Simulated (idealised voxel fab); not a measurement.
Title: Process Module voxel self aligned vias
For reference, the cross-section in this document is cut, with width 235 nm and square cells of 5 nm.
Cross-section layout: square cells on a grid; listed as bands, top to bottom; a band spans one or more cell rows.
Look at the band entry: it leads with the top's height and the bottom's height in nm. Then it lists the materials left to right, with a width in nm for each. The word "all across" on a single material says that material fills the band edge to edge. The word "blank" is empty space.
Heights are measured from 0, the level below which the as-received wafer is all one material; the lowest band has no bottom and continues downward, written as in "from 0 down".
Width: "30 to 40" (first number = top row, second number = bottom row, same change from row to row of cells).
"changes: none" after a step means that no cell of the cross-section changed.
Look at "Closed void table" for the closed voids: empty spaces with no open path to the top, sized 8 cells or up. Each is width x height at distance, distance from the left edge, all nm.
The remark found on a step's line after its settings is issued by the simulator itself and pertains to that step.
The "overlay nm" setting may appear on a step's line; for a step that uses a mask, it gives how far to the right of its planned position the mask lay, and a negative value indicates the left.
Pairs, read this way: before one process step on the one hand, after it on the other, the after cross-section ending at the lowest band that changed; the step between, settings included, beneath. Same starting wafer throughout, but possibly different runs of this module, so no pair continues from the pair above unless its entry headed "Pre-processing view" says so.

Pre-processing view
    from 50 to 35 | lowk=55 / blank=50 / lowk=130
    from 35 to 30 | lowk=70 / blank=30 / lowk=40 / SiN=30 / lowk=65
    from 30 to 20 | lowk=70 / TiN=5 / W=20 / TiN=5 / lowk=40 / TiN=5 / W=20 / TiN=5 / lowk=65
    from 20 to 15 | lowk=70 / TiN=30 / lowk=40 / TiN=30 / lowk=65
    from 15 to 10 | SiCN all across
    from 10 to 0 | SiO2 all across
    from 0 down | Si all across
    Closed void table: none

Post-Step Cross-Section
    from 55 to 50 | TiN=60 / blank=40 / TiN=135
    from 50 to 40 | lowk=55 / TiN=5 / blank=40 / TiN=5 / lowk=130
    from 40 to 35 | lowk=55 / TiN=20 / blank=20 / TiN=10 / lowk=130
    from 35 to 30 | lowk=70 / TiN=30 / lowk=40 / SiN=30 / lowk=65
    below 30: unchanged
    Closed void table: none
Intermediate step for the cross-sections above: CONFORMAL_DEP | material TiN | thk nm 5

Pre-processing view: see the after view in the pair directly above.

Post-Step Cross-Section
    from 60 to 55 | Cu all across
    from 55 to 50 | TiN=60 / Cu=40 / TiN=135
    from 50 to 40 | lowk=55 / TiN=5 / Cu=40 / TiN=5 / lowk=130
    from 40 to 35 | lowk=55 / TiN=20 / Cu=20 / TiN=10 / lowk=130
    below 35: unchanged
    Closed void table: none
Intermediate step for the cross-sections above: FILL_DEP | material Cu | thk nm 5

Pre-processing view: see the after view in the pair directly above.

Post-Step Cross-Section
    from 50 to 40 | lowk=55 / TiN=5 / Cu=40 / TiN=5 / lowk=130
    below 40: unchanged
    Closed void table: none
Intermediate step for the cross-sections above: CMP | height nm 50

Pre-processing view: see the after view in the pair directly above.

Post-Step Cross-Section
    from 55 to 50 | SiCN all across
    below 50: unchanged
    Closed void table: none
Intermediate step for the cross-sections above: CONFORMAL_DEP | material SiCN | thk nm 5

Pre-processing view
    from 35 to 30 | lowk=65 / SiN=30 / lowk=40 / SiN=30 / lowk=70
    from 30 to 20 | lowk=65 / TiN=5 / W=20 / TiN=5 / lowk=40 / TiN=5 / W=20 / TiN=5 / lowk=70
    from 20 to 15 | lowk=65 / TiN=30 / lowk=40 / TiN=30 / lowk=70
    from 15 to 10 | SiCN all across
    from 10 to 0 | SiO2 all across
    from 0 down | Si all across
    Closed void table: none

Post-Step Cross-Section
    from 50 to 35 | Cu all across
    below 35: unchanged
    Closed void table: none
Intermediate step for the cross-sections above: DIRECTIONAL_DEP | material Cu | thk nm 15

Pre-processing view: see the after view in the pair directly above.

Post-Step Cross-Section
    from 70 to 50 | resist=55 / blank=50 / resist=130
    below 50: unchanged
    Closed void table: none
Intermediate step for the cross-sections above: PATTERN | tone open | mask id VIAS | material resist | width nm 50 | thk nm 20 | overlay nm 0

Pre-processing view: see the after view in the pair directly above.

Post-Step Cross-Section
    from 50 to 35 | Cu all across
    below 35: unchanged
    Closed void table: none
Intermediate step for the cross-sections above: STRIP | etch materials resist

Pre-processing view: see the after view in the pair directly above.

Post-Step Cross-Section
    from 55 to 50 | TiN all across
    below 50: unchanged
    Closed void table: none
Intermediate step for the cross-sections above: CONFORMAL_DEP | material TiN | thk nm 5

Pre-processing view: see the after view in the pair directly above.

Post-Step Cross-Section
    from 60 to 55 | Cu all across
    below 55: unchanged
    Closed void table: none
Intermediate step for the cross-sections above: FILL_DEP | material Cu | thk nm 5

Pre-processing view: see the after view in the pair directly above.

Post-Step Cross-Section
    from 50 to 35 | Cu all across
    below 35: unchanged
    Closed void table: none
Intermediate step for the cross-sections above: CMP | height nm 50

Pre-processing view: see the after view in the pair directly above.

Post-Step Cross-Section
    from 55 to 50 | SiCN all across
    below 50: unchanged
    Closed void table: none
Intermediate step for the cross-sections above: CONFORMAL_DEP | material SiCN | thk nm 5

Pre-processing view
    from 50 to 35 | lowk all across
    from 35 to 30 | lowk=65 / SiN=30 / lowk=40 / SiN=30 / lowk=70
    from 30 to 20 | lowk=65 / TiN=5 / W=20 / TiN=5 / lowk=40 / TiN=5 / W=20 / TiN=5 / lowk=70
    from 20 to 15 | lowk=65 / TiN=30 / lowk=40 / TiN=30 / lowk=70
    from 15 to 10 | SiCN all across
    from 10 to 0 | SiO2 all across
    from 0 down | Si all across
    Closed void table: none

Post-Step Cross-Section
    from 70 to 50 | blank=55 / resist=50 / blank=130
    below 50: unchanged
    Closed void table: none
Intermediate step for the cross-sections above: PATTERN | tone cover | mask id VIAS | material resist | width nm 50 | thk nm 20 | overlay nm 0

Pre-processing view: see the after view in the pair directly above.

Post-Step Cross-Section
    from 70 to 50 | blank=55 / resist=50 / blank=130
    from 50 to 35 | blank=55 / lowk=50 / blank=130
    below 35: unchanged
    Closed void table: none
Intermediate step for the cross-sections above: DIRECTIONAL_ETCH | etch materials lowk | depth nm 15

Pre-processing view: see the after view in the pair directly above.

Post-Step Cross-Section
    from 70 to 50 | blank=55 / resist=50 / blank=130
    from 50 to 35 | blank=55 / lowk=50 / blank=130
    from 35 to 30 | lowk=65 / SiN=30 / lowk=40 / blank=30 / lowk=70
    below 30: unchanged
    Closed void table: none
Intermediate step for the cross-sections above: DIRECTIONAL_ETCH | etch materials SiN | depth nm 5

Pre-processing view: see the after view in the pair directly above.

Post-Step Cross-Section
    from 50 to 35 | blank=55 / lowk=50 / blank=130
    below 35: unchanged
    Closed void table: none
Intermediate step for the cross-sections above: STRIP | etch materials resist

Pre-processing view: see the after view in the pair directly above.

Post-Step Cross-Section
    from 55 to 50 | blank=50 / TiN=60 / blank=125
    from 50 to 40 | blank=50 / TiN=5 / lowk=50 / TiN=5 / blank=125
    from 40 to 35 | TiN=55 / lowk=50 / TiN=35 / blank=20 / TiN=75
    from 35 to 30 | lowk=65 / SiN=30 / lowk=40 / TiN=30 / lowk=70
    below 30: unchanged
    Closed void table: none
Intermediate step for the cross-sections above: CONFORMAL_DEP | material TiN | thk nm 5

Pre-processing view: see the after view in the pair directly above.

Post-Step Cross-Section
    from 60 to 55 | Cu all across
    from 55 to 50 | Cu=50 / TiN=60 / Cu=125
    from 50 to 40 | Cu=50 / TiN=5 / lowk=50 / TiN=5 / Cu=125
    from 40 to 35 | TiN=55 / lowk=50 / TiN=35 / Cu=20 / TiN=75
    below 35: unchanged
    Closed void table: none
Intermediate step for the cross-sections above: FILL_DEP | material Cu | thk nm 5

Pre-processing view: see the after view in the pair directly above.

Post-Step Cross-Section
    from 50 to 40 | Cu=50 / TiN=5 / lowk=50 / TiN=5 / Cu=125
    below 40: unchanged
    Closed void table: none
Intermediate step for the cross-sections above: CMP | height nm 50

Pre-processing view: see the after view in the pair directly above.

Post-Step Cross-Section
    from 55 to 50 | SiCN all across
    below 50: unchanged
    Closed void table: none
Intermediate step for the cross-sections above: CONFORMAL_DEP | material SiCN | thk nm 5
